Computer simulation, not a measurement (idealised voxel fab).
process module | voxel air gaps
cross-section cut | 225 nm wide | cells 5 nm
A cross-section is a grid of square cells, given in bands from the top down. A band is one or more rows of cells.
Each band's line starts with the height of the band's top and of its bottom, in nm. Then come its materials from left to right, each with its width in nm. One material with "throughout" fills the band from edge to edge. "air" is empty space.
Height 0 is the level under which the wafer as received is all one material. The lowest band goes on downwards, as in "0 down".
A width such as "30 to 40" changes by the same amount from each row of cells to the next, from the band's top row to its bottom row.
"no change" after a step means that no cell of the cross-section changed.
closed voids: empty space of 8 cells or more with no open way to the top, each as width x height at its distance from the left edge, in nm
after a step's settings: what the simulator itself notes on the step
overlay nm, on a step with a mask: how far to the right of its planned place the mask lay; to the left if negative
plan
1 op RECEIVE | material Si
2 op CONFORMAL_DEP | material SiO2 | thk nm 15
3 op CONFORMAL_DEP | material SiN | thk nm 5
4 op DIRECTIONAL_DEP | material lowk | thk nm 30
5 op DIRECTIONAL_DEP | material aC | thk nm 10
6 op PATTERN | tone open | mask id LINES | material resist | width nm 15 | pitch nm 40 | thk nm 25 | overlay nm 0
7 op DIRECTIONAL_ETCH | etch materials aC | depth nm 10
8 op STRIP | etch materials resist
9 op DIRECTIONAL_ETCH | etch materials lowk | depth nm 30
10 op STRIP | etch materials aC
11 op CONFORMAL_DEP | material TiN | thk nm 5
12 op FILL_DEP | material W | thk nm 10
13 op CMP | height nm 50
14 op EPI | material Ru | thk nm 10
15 op SELECTIVE_ETCH | etch materials lowk | depth nm 40
16 op CONFORMAL_DEP | material SiCN | thk nm 5
as received, after step 1
  0 down: Si throughout
  closed voids: none
first wafer at the end, as planned
  65 to 60: air 30 | SiCN 165 | air 30
  60 to 50: air 30 | SiCN 5 | Ru 35 | SiCN 5 | Ru 35 | SiCN 5 | Ru 35 | SiCN 5 | Ru 35 | SiCN 5 | air 30
  50 to 45: air 30 | SiCN 15 | TiN 5 | W 5 | TiN 5 | SiCN 25 | TiN 5 | W 5 | TiN 5 | SiCN 25 | TiN 5 | W 5 | TiN 5 | SiCN 25 | TiN 5 | W 5 | TiN 5 | SiCN 15 | air 30
  45 to 25: air 40 | SiCN 5 | TiN 5 | W 5 | TiN 5 | SiCN 5 | air 15 | SiCN 5 | TiN 5 | W 5 | TiN 5 | SiCN 5 | air 15 | SiCN 5 | TiN 5 | W 5 | TiN 5 | SiCN 5 | air 15 | SiCN 5 | TiN 5 | W 5 | TiN 5 | SiCN 5 | air 40
  25 to 20: SiCN 45 | TiN 15 | SiCN 25 | TiN 15 | SiCN 25 | TiN 15 | SiCN 25 | TiN 15 | SiCN 45
  20 to 15: SiN throughout
  15 to 0: SiO2 throughout
  0 down: Si throughout
  closed voids: 15 x 20 at 65; 15 x 20 at 105; 15 x 20 at 145
second wafer at the end: like start, like plan, one mistake
  65 to 60: SiCN throughout
  60 to 50: Ru throughout
  50 to 25: W 40 | TiN 5 | lowk 15 | TiN 5 | W 15 | TiN 5 | lowk 15 | TiN 5 | W 15 | TiN 5 | lowk 15 | TiN 5 | W 15 | TiN 5 | lowk 15 | TiN 5 | W 40
  25 to 20: TiN 45 | lowk 15 | TiN 25 | lowk 15 | TiN 25 | lowk 15 | TiN 25 | lowk 15 | TiN 45
  20 to 15: SiN throughout
  15 to 0: SiO2 throughout
  0 down: Si throughout
  closed voids: none
what went wrong: step 6 ran as: op PATTERN | tone cover | mask id LINES | material resist | width nm 15 | pitch nm 40 | thk nm 25 | overlay nm 0
at the end the second wafer has, in cells: 34 more of Ru | 84 fewer of SiCN | 21 more of TiN | 105 more of W | 72 more of lowk
closed voids at the end (first wafer, second wafer): 3, 0
